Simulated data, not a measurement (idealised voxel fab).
The following is a process module called voxel tone inversion.
145 nm wide, 5 nm square cells: that's cross-section cut.
A cross-section in this document is a grid of square cells, and it is written down as bands, the top band listed before the ones below it; a band is made up of one or more rows of cells. Basically the band line says how high the top is and how high the bottom is, in nm, and then what's in it from left to right, every material with its width in nm. Empty space shows up as "air", and if a single material carries "everywhere" it runs the full band edge to edge. Where do heights start? At 0: under that level the wafer as delivered is made of one material only. And the lowest band has no floor; it just carries on downward, as in "z 0 and below". The expression "30 to 40" gives the width at the extremes of the band, the first number at its top row of cells and the second at its bottom row, with the width changing by equal amounts from each row to the next in between. Where the words "all unchanged" appear for a step, the cross-section shows no cell changed by that step; every cell remained as before. "Sealed void listing" lists enclosed empty spaces (at least 8 cells, no open path upward to the top), each as width x height at distance from the left edge, in nm. Post-settings text on a step line: simulator's own remark regarding the step. You can add "overlay nm" to a step's line. For a step with a mask, it describes how far the mask lay to the right of its planned position, and a negative number describes a lay to the left.
The steps planned for the process are as follows
1) RECEIVE, material Si
2) CONFORMAL_DEP, material SiCN, thk nm 10
3) DIRECTIONAL_DEP, material aC, thk nm 25
4) PATTERN, tone cover, mask id POSTS, material resist, width nm 25, pitch nm 40, thk nm 30, overlay nm 0
5) DIRECTIONAL_ETCH, etch materials aC, depth nm 25
6) STRIP, etch materials resist
7) FILL_DEP, material SiO2, thk nm 5
8) CMP, height nm 35
9) STRIP, etch materials aC
10) CONFORMAL_DEP, material TiN, thk nm 5
11) FILL_DEP, material Ru, thk nm 5
12) CMP, height nm 35
13) CONFORMAL_DEP, material SiCN, thk nm 5
The first wafer of two, processed as planned
Cross-sectional view of the wafer in its as-received condition, corresponding to the state after step 1
> z 0 and below = Si everywhere
> Sealed void listing: none
The wafer in cross-section once step 2 is complete
> z 10 to 0 = SiCN everywhere
> Note: structure below 0 unchanged.
The wafer in cross-section once step 3 is complete
> z 35 to 10 = aC everywhere
> Note: structure below 10 unchanged.
The wafer in cross-section once step 4 is complete
> z 65 to 35 = air 40 nm, then resist 25 nm, then air 15 nm, then resist 25 nm, then air 40 nm
> Note: structure below 35 unchanged.
The wafer in cross-section once step 5 is complete
> z 40 to 35 = air 40 nm, then resist 25 nm, then air 15 nm, then resist 25 nm, then air 40 nm
> z 35 to 10 = air 40 nm, then aC 25 nm, then air 15 nm, then aC 25 nm, then air 40 nm
> Note: structure below 10 unchanged.
The wafer in cross-section once step 6 is complete
> z 35 to 10 = air 40 nm, then aC 25 nm, then air 15 nm, then aC 25 nm, then air 40 nm
> Note: structure below 10 unchanged.
The wafer in cross-section once step 7 is complete
> z 40 to 35 = SiO2 everywhere
> z 35 to 10 = SiO2 40 nm, then aC 25 nm, then SiO2 15 nm, then aC 25 nm, then SiO2 40 nm
> Note: structure below 10 unchanged.
The wafer in cross-section once step 8 is complete
> z 35 to 10 = SiO2 40 nm, then aC 25 nm, then SiO2 15 nm, then aC 25 nm, then SiO2 40 nm
> Note: structure below 10 unchanged.
The wafer in cross-section once step 9 is complete
> z 35 to 10 = SiO2 40 nm, then air 25 nm, then SiO2 15 nm, then air 25 nm, then SiO2 40 nm
> Note: structure below 10 unchanged.
The wafer in cross-section once step 10 is complete
> z 40 to 35 = TiN 45 nm, then air 15 nm, then TiN 25 nm, then air 15 nm, then TiN 45 nm
> z 35 to 15 = SiO2 40 nm, then TiN 5 nm, then air 15 nm, then TiN 5 nm, then SiO2 15 nm, then TiN 5 nm, then air 15 nm, then TiN 5 nm, then SiO2 40 nm
> z 15 to 10 = SiO2 40 nm, then TiN 25 nm, then SiO2 15 nm, then TiN 25 nm, then SiO2 40 nm
> Note: structure below 10 unchanged.
The wafer in cross-section once step 11 is complete
> z 45 to 40 = Ru everywhere
> z 40 to 35 = TiN 45 nm, then Ru 15 nm, then TiN 25 nm, then Ru 15 nm, then TiN 45 nm
> z 35 to 15 = SiO2 40 nm, then TiN 5 nm, then Ru 15 nm, then TiN 5 nm, then SiO2 15 nm, then TiN 5 nm, then Ru 15 nm, then TiN 5 nm, then SiO2 40 nm
> Note: structure below 15 unchanged.
The wafer in cross-section once step 12 is complete
> z 35 to 15 = SiO2 40 nm, then TiN 5 nm, then Ru 15 nm, then TiN 5 nm, then SiO2 15 nm, then TiN 5 nm, then Ru 15 nm, then TiN 5 nm, then SiO2 40 nm
> Note: structure below 15 unchanged.
The wafer in cross-section once step 13 is complete
> z 40 to 35 = SiCN everywhere
> Note: structure below 35 unchanged.
For the second wafer, take the first wafer's start and plan, then add one mistake made in running it; everything through step 3, that step included, is shared with the first
Cross-sectional view of the second wafer at the intended end time of process step 4
> z 65 to 35 = air 30 nm, then resist 25 nm, then air 15 nm, then resist 25 nm, then air 50 nm
> Note: structure below 35 unchanged.
Cross-sectional view of the second wafer at the intended end time of process step 5
> z 40 to 35 = air 30 nm, then resist 25 nm, then air 15 nm, then resist 25 nm, then air 50 nm
> z 35 to 10 = air 30 nm, then aC 25 nm, then air 15 nm, then aC 25 nm, then air 50 nm
> Note: structure below 10 unchanged.
Cross-sectional view of the second wafer at the intended end time of process step 6
> z 35 to 10 = air 30 nm, then aC 25 nm, then air 15 nm, then aC 25 nm, then air 50 nm
> Note: structure below 10 unchanged.
Cross-sectional view of the second wafer at the intended end time of process step 7
> z 40 to 35 = SiO2 everywhere
> z 35 to 10 = SiO2 30 nm, then aC 25 nm, then SiO2 15 nm, then aC 25 nm, then SiO2 50 nm
> Note: structure below 10 unchanged.
Cross-sectional view of the second wafer at the intended end time of process step 8
> z 35 to 10 = SiO2 30 nm, then aC 25 nm, then SiO2 15 nm, then aC 25 nm, then SiO2 50 nm
> Note: structure below 10 unchanged.
Cross-sectional view of the second wafer at the intended end time of process step 9
> z 35 to 10 = SiO2 30 nm, then air 25 nm, then SiO2 15 nm, then air 25 nm, then SiO2 50 nm
> Note: structure below 10 unchanged.
Cross-sectional view of the second wafer at the intended end time of process step 10
> z 40 to 35 = TiN 35 nm, then air 15 nm, then TiN 25 nm, then air 15 nm, then TiN 55 nm
> z 35 to 15 = SiO2 30 nm, then TiN 5 nm, then air 15 nm, then TiN 5 nm, then SiO2 15 nm, then TiN 5 nm, then air 15 nm, then TiN 5 nm, then SiO2 50 nm
> z 15 to 10 = SiO2 30 nm, then TiN 25 nm, then SiO2 15 nm, then TiN 25 nm, then SiO2 50 nm
> Note: structure below 10 unchanged.
Cross-sectional view of the second wafer at the intended end time of process step 11
> z 45 to 40 = Ru everywhere
> z 40 to 35 = TiN 35 nm, then Ru 15 nm, then TiN 25 nm, then Ru 15 nm, then TiN 55 nm
> z 35 to 15 = SiO2 30 nm, then TiN 5 nm, then Ru 15 nm, then TiN 5 nm, then SiO2 15 nm, then TiN 5 nm, then Ru 15 nm, then TiN 5 nm, then SiO2 50 nm
> Note: structure below 15 unchanged.
Cross-sectional view of the second wafer at the intended end time of process step 12
> z 35 to 15 = SiO2 30 nm, then TiN 5 nm, then Ru 15 nm, then TiN 5 nm, then SiO2 15 nm, then TiN 5 nm, then Ru 15 nm, then TiN 5 nm, then SiO2 50 nm
> Note: structure below 15 unchanged.
Cross-sectional view of the second wafer at the intended end time of process step 13
> z 40 to 35 = SiCN everywhere
> Note: structure below 35 unchanged.
Short version of what went wrong: step 4 ran differently from the plan; actual operation with settings: PATTERN, tone cover, mask id POSTS, material resist, width nm 25, pitch nm 40, thk nm 30, overlay nm -10
Upon completion, the cell count for each material on the second wafer equals that on the first, whereas the spatial distribution of those cells differs.
